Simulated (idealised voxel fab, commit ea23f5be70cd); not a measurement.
The following is a process module called voxel self aligned contacts.
cross-section cut | 145 nm wide | cells 5 nm
Cross-section, as written here: a square-cell grid given band by band from the top down, where a band holds one or more rows of cells. Top, bottom (nm), then materials left to right with widths (nm); lone material tagged "edge to edge" fills the whole band edge to edge; "blank" = empty space. Zero point of the height axis is 0; under it, received wafer = one material. Lowest band: continues down indefinitely, "top 0, no bottom". The two numbers in a width such as "30 to 40" mark its ends across the band: the first belongs to the top row of cells, the second to the bottom row, and from each row to the next the width moves by the same amount. "no change" after a step means that no cell of the cross-section changed. Voids not open to the top, 8 cells minimum: see "Fully sealed voids". Written width x height at distance; distance is from the left edge; nm. after a step's settings: what the simulator itself notes on the step. A step line may carry the setting "overlay nm", which, for steps involving a mask, states the distance by which the mask lay to the right of its intended position; negative values denote displacement to the left.
[These are the steps we planned for the process]
1,RECEIVE [material Si]
2,OXIDIZE [depth nm 5]
3,DIRECTIONAL_DEP [material polySi] [thk nm 20]
4,DIRECTIONAL_DEP [material SiN] [thk nm 25]
5,DIRECTIONAL_DEP [material aC] [thk nm 10]
6,PATTERN [tone cover] [mask id GATE] [material resist] [width nm 35] [pitch nm 75] [thk nm 25] [overlay nm 0]
7,DIRECTIONAL_ETCH [etch materials aC] [depth nm 10]
8,STRIP [etch materials resist]
9,DIRECTIONAL_ETCH [etch materials SiN] [depth nm 25]
10,DIRECTIONAL_ETCH [etch materials polySi] [depth nm 20]
11,STRIP [etch materials aC]
12,CONFORMAL_DEP [material SiN] [thk nm 10]
13,DIRECTIONAL_ETCH [etch materials SiN] [depth nm 10]
14,FILL_DEP [material SiO2] [thk nm 15]
15,CMP [height nm 55]
16,MASKED_ETCH [tone open] [mask id CONTACT] [width nm 50] [etch materials SiO2] [depth nm 60] [overlay nm 0]
17,CONFORMAL_DEP [material TiN] [thk nm 5]
18,FILL_DEP [material Ru] [thk nm 5]
19,CMP [height nm 55]
20,CONFORMAL_DEP [material SiCN] [thk nm 5]
[Wafer at receipt (post step 1), cross-section]
    top 0, no bottom = Si edge to edge
    Fully sealed voids: none
[first wafer at the end, as planned]
    top 60, bottom 55 = SiCN edge to edge
    top 55, bottom 45 = SiO2 45 nm / TiN 5 to 20 nm / Ru 40 to 10 nm / TiN 5 to 20 nm / SiO2 50 nm
    top 45, bottom 20 = SiO2 5 nm / SiN 55 nm / TiN 5 nm / Ru 10 nm / TiN 5 nm / SiN 55 nm / SiO2 10 nm
    top 20, bottom 0 = SiO2 5 nm / SiN 10 nm / polySi 35 nm / SiN 10 nm / TiN 5 nm / Ru 10 nm / TiN 5 nm / SiN 10 nm / polySi 35 nm / SiN 10 nm / SiO2 10 nm
    top 0, bottom -5 = SiO2 60 nm / TiN 20 nm / SiO2 65 nm
    top -5, no bottom = Si edge to edge
    Fully sealed voids: none
[Same start, same plan as the first wafer - but one mistake in the run. Cross-section of the second of the two at the end of the module]
    top 60, bottom 55 = SiCN edge to edge
    top 55, bottom 45 = SiO2 40 nm / TiN 5 to 25 nm / Ru 40 to 10 nm / TiN 5 to 15 nm / SiO2 55 nm
    top 45, bottom 20 = SiO2 5 nm / SiN 55 nm / TiN 5 nm / Ru 10 nm / TiN 5 nm / SiN 55 nm / SiO2 10 nm
    top 20, bottom 0 = SiO2 5 nm / SiN 10 nm / polySi 35 nm / SiN 10 nm / TiN 5 nm / Ru 10 nm / TiN 5 nm / SiN 10 nm / polySi 35 nm / SiN 10 nm / SiO2 10 nm
    top 0, bottom -5 = SiO2 60 nm / TiN 20 nm / SiO2 65 nm
    top -5, no bottom = Si edge to edge
    Fully sealed voids: none
what went wrong: contrary to plan, step 16 was performed as MASKED_ETCH [tone open] [mask id CONTACT] [width nm 50] [etch materials SiO2] [depth nm 60] [overlay nm -5]
When the process is done, the second wafer contains the same cell count of every material as the first wafer, but distributed over other locations.
